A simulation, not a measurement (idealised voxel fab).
A process module follows: voxel self aligned vias.
It is cross-section cut that appears here, measuring 255 nm in width, its square cells being 5 nm in size.
Notation: cross-section as square-cell grid; stated in bands, top first, going down; one or more cell rows per band.
Basically the band line says how high the top is and how high the bottom is, in nm, and then what's in it from left to right, every material with its width in nm. Empty space shows up as "blank", and if a single material carries "edge to edge" it runs the full band edge to edge.
Height reference: 0 = level under which incoming wafer is all one material. Lowest band: no bottom, runs on downward, e.g. "top 0, no bottom".
The expression "30..40" gives the width at the extremes of the band, the first number at its top row of cells and the second at its bottom row, with the width changing by equal amounts from each row to the next in between.
"nothing changed" after a step means that no cell of the cross-section changed.
The label "Enclosed void catalog" introduces a list of the empty spaces, 8 cells or larger, that have no open way up to the top; each entry in it reads width x height at distance, where the distance is taken from the left edge and all three are stated in nm.
after a step's settings: what the simulator itself notes on the step
"overlay nm" on a masked step: distance the mask lay right of its planned place, negative for left.
List of planned process steps
1) RECEIVE, material Si
2) CONFORMAL_DEP, material SiO2, thk nm 15
3) CONFORMAL_DEP, material SiCN, thk nm 5
4) DIRECTIONAL_DEP, material SiO2, thk nm 30
5) MASKED_ETCH, tone open, mask id LINES, width nm 25, pitch nm 65, etch materials SiO2, depth nm 30, overlay nm 0
6) CONFORMAL_DEP, material TiN, thk nm 5
7) FILL_DEP, material W, thk nm 5
8) CMP, height nm 50
9) SELECTIVE_ETCH, etch materials W Ru TiN, depth nm 5
10) FILL_DEP, material SiN, thk nm 10
11) CMP, height nm 50
12) DIRECTIONAL_DEP, material SiO2, thk nm 20
13) MASKED_ETCH, tone open, mask id VIAS, width nm 45, pitch nm 65, etch materials SiO2, depth nm 20, overlay nm 0
14) MASKED_ETCH, tone open, mask id VIAS, width nm 45, pitch nm 65, etch materials SiN, depth nm 5, overlay nm 0
15) CONFORMAL_DEP, material TiN, thk nm 5
16) FILL_DEP, material Cu, thk nm 5
17) CMP, height nm 70
18) CONFORMAL_DEP, material SiCN, thk nm 5
The first of two wafers, run as planned
Wafer at receipt (post step 1), cross-section
> top 0, no bottom  Si edge to edge
> Enclosed void catalog: none
Cross-section through the wafer, step 2 finished
> top 15, bottom 0  SiO2 edge to edge
> Everything below 0 is unchanged.
Cross-section through the wafer, step 3 finished
> top 20, bottom 15  SiCN edge to edge
> Everything below 15 is unchanged.
Cross-section through the wafer, step 4 finished
> top 50, bottom 20  SiO2 edge to edge
> Everything below 20 is unchanged.
Cross-section through the wafer, step 5 finished
> top 50, bottom 20  SiO2: 50 | blank: 25 | SiO2: 40 | blank: 25 | SiO2: 40 | blank: 25 | SiO2: 50
> Everything below 20 is unchanged.
Cross-section through the wafer, step 6 finished
> top 55, bottom 50  TiN: 55 | blank: 15 | TiN: 50 | blank: 15 | TiN: 50 | blank: 15 | TiN: 55
> top 50, bottom 25  SiO2: 50 | TiN: 5 | blank: 15 | TiN: 5 | SiO2: 40 | TiN: 5 | blank: 15 | TiN: 5 | SiO2: 40 | TiN: 5 | blank: 15 | TiN: 5 | SiO2: 50
> top 25, bottom 20  SiO2: 50 | TiN: 25 | SiO2: 40 | TiN: 25 | SiO2: 40 | TiN: 25 | SiO2: 50
> Everything below 20 is unchanged.
Cross-section through the wafer, step 7 finished
> top 60, bottom 55  W edge to edge
> top 55, bottom 50  TiN: 55 | W: 15 | TiN: 50 | W: 15 | TiN: 50 | W: 15 | TiN: 55
> top 50, bottom 25  SiO2: 50 | TiN: 5 | W: 15 | TiN: 5 | SiO2: 40 | TiN: 5 | W: 15 | TiN: 5 | SiO2: 40 | TiN: 5 | W: 15 | TiN: 5 | SiO2: 50
> Everything below 25 is unchanged.
Cross-section through the wafer, step 8 finished
> top 50, bottom 25  SiO2: 50 | TiN: 5 | W: 15 | TiN: 5 | SiO2: 40 | TiN: 5 | W: 15 | TiN: 5 | SiO2: 40 | TiN: 5 | W: 15 | TiN: 5 | SiO2: 50
> Everything below 25 is unchanged.
Cross-section through the wafer, step 9 finished
> top 50, bottom 45  SiO2: 50 | blank: 25 | SiO2: 40 | blank: 25 | SiO2: 40 | blank: 25 | SiO2: 50
> Everything below 45 is unchanged.
Cross-section through the wafer, step 10 finished
> top 60, bottom 50  SiN edge to edge
> top 50, bottom 45  SiO2: 50 | SiN: 25 | SiO2: 40 | SiN: 25 | SiO2: 40 | SiN: 25 | SiO2: 50
> Everything below 45 is unchanged.
Cross-section through the wafer, step 11 finished
> top 50, bottom 45  SiO2: 50 | SiN: 25 | SiO2: 40 | SiN: 25 | SiO2: 40 | SiN: 25 | SiO2: 50
> Everything below 45 is unchanged.
Cross-section through the wafer, step 12 finished
> top 70, bottom 50  SiO2 edge to edge
> Everything below 50 is unchanged.
Cross-section through the wafer, step 13 finished
> top 70, bottom 50  SiO2: 40 | blank: 45 | SiO2: 20 | blank: 45 | SiO2: 20 | blank: 45 | SiO2: 40
> Everything below 50 is unchanged.
Cross-section through the wafer, step 14 finished
> top 70, bottom 50  SiO2: 40 | blank: 45 | SiO2: 20 | blank: 45 | SiO2: 20 | blank: 45 | SiO2: 40
> top 50, bottom 45  SiO2: 50 | blank: 25 | SiO2: 40 | blank: 25 | SiO2: 40 | blank: 25 | SiO2: 50
> Everything below 45 is unchanged.
Cross-section through the wafer, step 15 finished
> top 75, bottom 70  TiN: 45 | blank: 35 | TiN: 30 | blank: 35 | TiN: 30 | blank: 35 | TiN: 45
> top 70, bottom 55  SiO2: 40 | TiN: 5 | blank: 35 | TiN: 5 | SiO2: 20 | TiN: 5 | blank: 35 | TiN: 5 | SiO2: 20 | TiN: 5 | blank: 35 | TiN: 5 | SiO2: 40
> top 55, bottom 50  SiO2: 40 | TiN: 15 | blank: 15 | TiN: 15 | SiO2: 20 | TiN: 15 | blank: 15 | TiN: 15 | SiO2: 20 | TiN: 15 | blank: 15 | TiN: 15 | SiO2: 40
> top 50, bottom 45  SiO2: 50 | TiN: 25 | SiO2: 40 | TiN: 25 | SiO2: 40 | TiN: 25 | SiO2: 50
> Everything below 45 is unchanged.
Cross-section through the wafer, step 16 finished
> top 80, bottom 75  Cu edge to edge
> top 75, bottom 70  TiN: 45 | Cu: 35 | TiN: 30 | Cu: 35 | TiN: 30 | Cu: 35 | TiN: 45
> top 70, bottom 55  SiO2: 40 | TiN: 5 | Cu: 35 | TiN: 5 | SiO2: 20 | TiN: 5 | Cu: 35 | TiN: 5 | SiO2: 20 | TiN: 5 | Cu: 35 | TiN: 5 | SiO2: 40
> top 55, bottom 50  SiO2: 40 | TiN: 15 | Cu: 15 | TiN: 15 | SiO2: 20 | TiN: 15 | Cu: 15 | TiN: 15 | SiO2: 20 | TiN: 15 | Cu: 15 | TiN: 15 | SiO2: 40
> Everything below 50 is unchanged.
Cross-section through the wafer, step 17 finished
> top 70, bottom 55  SiO2: 40 | TiN: 5 | Cu: 35 | TiN: 5 | SiO2: 20 | TiN: 5 | Cu: 35 | TiN: 5 | SiO2: 20 | TiN: 5 | Cu: 35 | TiN: 5 | SiO2: 40
> Everything below 55 is unchanged.
Cross-section through the wafer, step 18 finished
> top 75, bottom 70  SiCN edge to edge
> Everything below 70 is unchanged.
Wafer two of the pair: same origin, same plan, one error during the run; identical to wafer one up to and including step 4
X-section, second wafer, when step 5 was due to finish
> top 50, bottom 20  SiO2: 55 | blank: 20 | SiO2: 45 | blank: 20 | SiO2: 45 | blank: 20 | SiO2: 50
> Everything below 20 is unchanged.
X-section, second wafer, when step 6 was due to finish
> top 55, bottom 50  TiN: 60 | blank: 10 | TiN: 55 | blank: 10 | TiN: 55 | blank: 10 | TiN: 55
> top 50, bottom 25  SiO2: 55 | TiN: 5 | blank: 10 | TiN: 5 | SiO2: 45 | TiN: 5 | blank: 10 | TiN: 5 | SiO2: 45 | TiN: 5 | blank: 10 | TiN: 5 | SiO2: 50
> top 25, bottom 20  SiO2: 55 | TiN: 20 | SiO2: 45 | TiN: 20 | SiO2: 45 | TiN: 20 | SiO2: 50
> Everything below 20 is unchanged.
X-section, second wafer, when step 7 was due to finish
> top 60, bottom 55  W edge to edge
> top 55, bottom 50  TiN: 60 | W: 10 | TiN: 55 | W: 10 | TiN: 55 | W: 10 | TiN: 55
> top 50, bottom 25  SiO2: 55 | TiN: 5 | W: 10 | TiN: 5 | SiO2: 45 | TiN: 5 | W: 10 | TiN: 5 | SiO2: 45 | TiN: 5 | W: 10 | TiN: 5 | SiO2: 50
> Everything below 25 is unchanged.
X-section, second wafer, when step 8 was due to finish
> top 50, bottom 25  SiO2: 55 | TiN: 5 | W: 10 | TiN: 5 | SiO2: 45 | TiN: 5 | W: 10 | TiN: 5 | SiO2: 45 | TiN: 5 | W: 10 | TiN: 5 | SiO2: 50
> Everything below 25 is unchanged.
X-section, second wafer, when step 9 was due to finish
> top 50, bottom 45  SiO2: 55 | blank: 20 | SiO2: 45 | blank: 20 | SiO2: 45 | blank: 20 | SiO2: 50
> Everything below 45 is unchanged.
X-section, second wafer, when step 10 was due to finish
> top 60, bottom 50  SiN edge to edge
> top 50, bottom 45  SiO2: 55 | SiN: 20 | SiO2: 45 | SiN: 20 | SiO2: 45 | SiN: 20 | SiO2: 50
> Everything below 45 is unchanged.
X-section, second wafer, when step 11 was due to finish
> top 50, bottom 45  SiO2: 55 | SiN: 20 | SiO2: 45 | SiN: 20 | SiO2: 45 | SiN: 20 | SiO2: 50
> Everything below 45 is unchanged.
X-section, second wafer, when step 12 was due to finish
> top 70, bottom 50  SiO2 edge to edge
> Everything below 50 is unchanged.
X-section, second wafer, when step 13 was due to finish
> top 70, bottom 50  SiO2: 40 | blank: 45 | SiO2: 20 | blank: 45 | SiO2: 20 | blank: 45 | SiO2: 40
> Everything below 50 is unchanged.
X-section, second wafer, when step 14 was due to finish
> top 70, bottom 50  SiO2: 40 | blank: 45 | SiO2: 20 | blank: 45 | SiO2: 20 | blank: 45 | SiO2: 40
> top 50, bottom 45  SiO2: 55 | blank: 20 | SiO2: 45 | blank: 20 | SiO2: 45 | blank: 20 | SiO2: 50
> Everything below 45 is unchanged.
X-section, second wafer, when step 15 was due to finish
> top 75, bottom 70  TiN: 45 | blank: 35 | TiN: 30 | blank: 35 | TiN: 30 | blank: 35 | TiN: 45
> top 70, bottom 55  SiO2: 40 | TiN: 5 | blank: 35 | TiN: 5 | SiO2: 20 | TiN: 5 | blank: 35 | TiN: 5 | SiO2: 20 | TiN: 5 | blank: 35 | TiN: 5 | SiO2: 40
> top 55, bottom 50  SiO2: 40 | TiN: 20 | blank: 10 | TiN: 15 | SiO2: 20 | TiN: 20 | blank: 10 | TiN: 15 | SiO2: 20 | TiN: 20 | blank: 10 | TiN: 15 | SiO2: 40
> top 50, bottom 45  SiO2: 55 | TiN: 20 | SiO2: 45 | TiN: 20 | SiO2: 45 | TiN: 20 | SiO2: 50
> Everything below 45 is unchanged.
X-section, second wafer, when step 16 was due to finish
> top 80, bottom 75  Cu edge to edge
> top 75, bottom 70  TiN: 45 | Cu: 35 | TiN: 30 | Cu: 35 | TiN: 30 | Cu: 35 | TiN: 45
> top 70, bottom 55  SiO2: 40 | TiN: 5 | Cu: 35 | TiN: 5 | SiO2: 20 | TiN: 5 | Cu: 35 | TiN: 5 | SiO2: 20 | TiN: 5 | Cu: 35 | TiN: 5 | SiO2: 40
> top 55, bottom 50  SiO2: 40 | TiN: 20 | Cu: 10 | TiN: 15 | SiO2: 20 | TiN: 20 | Cu: 10 | TiN: 15 | SiO2: 20 | TiN: 20 | Cu: 10 | TiN: 15 | SiO2: 40
> Everything below 50 is unchanged.
X-section, second wafer, when step 17 was due to finish
> top 70, bottom 55  SiO2: 40 | TiN: 5 | Cu: 35 | TiN: 5 | SiO2: 20 | TiN: 5 | Cu: 35 | TiN: 5 | SiO2: 20 | TiN: 5 | Cu: 35 | TiN: 5 | SiO2: 40
> Everything below 55 is unchanged.
X-section, second wafer, when step 18 was due to finish
> top 75, bottom 70  SiCN edge to edge
> Everything below 70 is unchanged.
It is concluded that the wafer was processed incorrectly with respect to the plan, in that step 5 was not run as planned; what actually ran was MASKED_ETCH, tone open, mask id LINES, width nm 20, pitch nm 65, etch materials SiO2, depth nm 30, overlay nm 0
Per the end-of-run cell counts, the second wafer holds more or fewer of some materials than the first: Cu -3; SiO2 +18; TiN -3; W -12
